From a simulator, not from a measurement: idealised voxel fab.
The process module that follows is named voxel capacitor over wiring.
The width of the displayed cross-section, cut, is 155 nm; its cells are square, with a size of 5 nm.
A cross-section is written here as square cells arranged in a grid, and it is given in bands from the top down, each band taking up one or more rows of cells.
The band entry comprises the height of the band's top followed by the height of its bottom, expressed in nm, and subsequently the band's materials from left to right, each stated together with its width in nm. Where a single material is marked with the word "everywhere", that material fills the band from edge to edge. The word "air" represents empty space.
Heights are reckoned from 0. Under this level, the received wafer is all of one material. The bottommost band is open-ended downward, for example "0 nm and below".
Quick explanation for "30..40": the width changes in equal steps down the rows of cells, from the first number in the band's top row to the second number in its bottom row.
A step reported as "no change occurred" is a step in which no cell of the cross-section changed.
In the "Voids lacking openings" entry, you get each enclosed empty space of 8 cells or more, one with no open way to the top, written width x height at distance, distance from the left edge, in nm.
Whatever follows a step's settings on its line is a remark the simulator itself makes about that step.
On any step carrying a mask, the "overlay nm" setting, if present on the step's line, tells how far right of its planned place the mask lay; negative values point to the left.
So here's the lineup of process steps we planned
1,RECEIVE | material Si
2,CONFORMAL_DEP | material SiO2 | thk nm 15
3,CONFORMAL_DEP | material SiCN | thk nm 5
4,DIRECTIONAL_DEP | material lowk | thk nm 25
5,DIRECTIONAL_DEP | material aC | thk nm 10
6,PATTERN | tone open | mask id METAL_1 | material resist | width nm 20 | pitch nm 85 | thk nm 30 | overlay nm 0
7,DIRECTIONAL_ETCH | etch materials aC | depth nm 10
8,STRIP | etch materials resist
9,DIRECTIONAL_ETCH | etch materials lowk | depth nm 25
10,DIRECTIONAL_ETCH | etch materials SiCN | depth nm 5
11,STRIP | etch materials aC
12,CONFORMAL_DEP | material TiN | thk nm 5
13,FILL_DEP | material Cu | thk nm 5
14,CMP | height nm 45
15,CONFORMAL_DEP | material SiCN | thk nm 5
16,DIRECTIONAL_DEP | material lowk | thk nm 15
17,DIRECTIONAL_DEP | material aC | thk nm 10
18,PATTERN | tone open | mask id PLUG_1 | material resist | width nm 15 | thk nm 25 | overlay nm 0
19,DIRECTIONAL_ETCH | etch materials aC | depth nm 10
20,STRIP | etch materials resist
21,DIRECTIONAL_ETCH | etch materials lowk | depth nm 15
22,DIRECTIONAL_ETCH | etch materials SiCN | depth nm 5
23,STRIP | etch materials aC
24,EPI | material Ru | thk nm 10
25,EPI | material Ru | thk nm 10
26,DIRECTIONAL_DEP | material TiN | thk nm 5
27,DIRECTIONAL_DEP | material HfO2 | thk nm 5
28,DIRECTIONAL_DEP | material TiN | thk nm 10
29,MASKED_ETCH | tone cover | mask id UPPER_PLATE | width nm 70 | etch materials TiN | depth nm 10 | overlay nm 0
30,MASKED_ETCH | tone cover | mask id UPPER_PLATE | width nm 70 | etch materials HfO2 | depth nm 5 | overlay nm 0
31,PATTERN | tone cover | mask id LOWER_PLATE | material resist | width nm 80 | thk nm 15 | overlay nm 0
32,DIRECTIONAL_ETCH | etch materials TiN | depth nm 5
33,STRIP | etch materials resist
34,FILL_DEP | material SiO2 | thk nm 15
35,CMP | height nm 95
36,DIRECTIONAL_DEP | material aC | thk nm 10
37,PATTERN | tone open | mask id PLUG_2 | material resist | width nm 15 | thk nm 30 | overlay nm 0
38,DIRECTIONAL_ETCH | etch materials aC | depth nm 10
39,STRIP | etch materials resist
40,DIRECTIONAL_ETCH | etch materials SiO2 | depth nm 10
41,STRIP | etch materials aC
42,CONFORMAL_DEP | material TiN | thk nm 5
43,FILL_DEP | material W | thk nm 10
44,CMP | height nm 95
45,CONFORMAL_DEP | material SiCN | thk nm 5
Shown in cross-section is the wafer as received, that is, as it stands after step 1
    0 nm and below = Si everywhere
    Voids lacking openings: none
Result of the module, cross-sectioned: start per above, plan per above, one error in how it was run
    100 nm to 95 nm = SiCN everywhere
    95 nm to 90 nm = 40 of SiO2, 5 of TiN, 5 of W, 5 of TiN, 100 of SiO2
    90 nm to 85 nm = 40 of SiO2, 15 of TiN, 100 of SiO2
    85 nm to 75 nm = 30 of SiO2, 70 of TiN, 55 of SiO2
    75 nm to 70 nm = 20 of SiO2, 80 of HfO2, 55 of SiO2
    70 nm to 65 nm = 20 of SiO2, 85 of TiN, 50 of SiO2
    65 nm to 50 nm = 30 of lowk, 15 of Ru, 110 of lowk
    50 nm to 45 nm = 30 of SiCN, 15 of Ru, 110 of SiCN
    45 nm to 20 nm = 25 of lowk, 5 of TiN, 10 of Cu, 5 of TiN, 65 of lowk, 5 of TiN, 10 of Cu, 5 of TiN, 25 of lowk
    20 nm to 15 nm = 25 of SiCN, 20 of TiN, 65 of SiCN, 20 of TiN, 25 of SiCN
    15 nm to 0 nm = SiO2 everywhere
    0 nm and below = Si everywhere
    Voids lacking openings: none
Finding, execution versus plan: step 30 changed vs plan, executed as MASKED_ETCH | tone cover | mask id UPPER_PLATE | width nm 70 | etch materials HfO2 | depth nm 5 | overlay nm -10
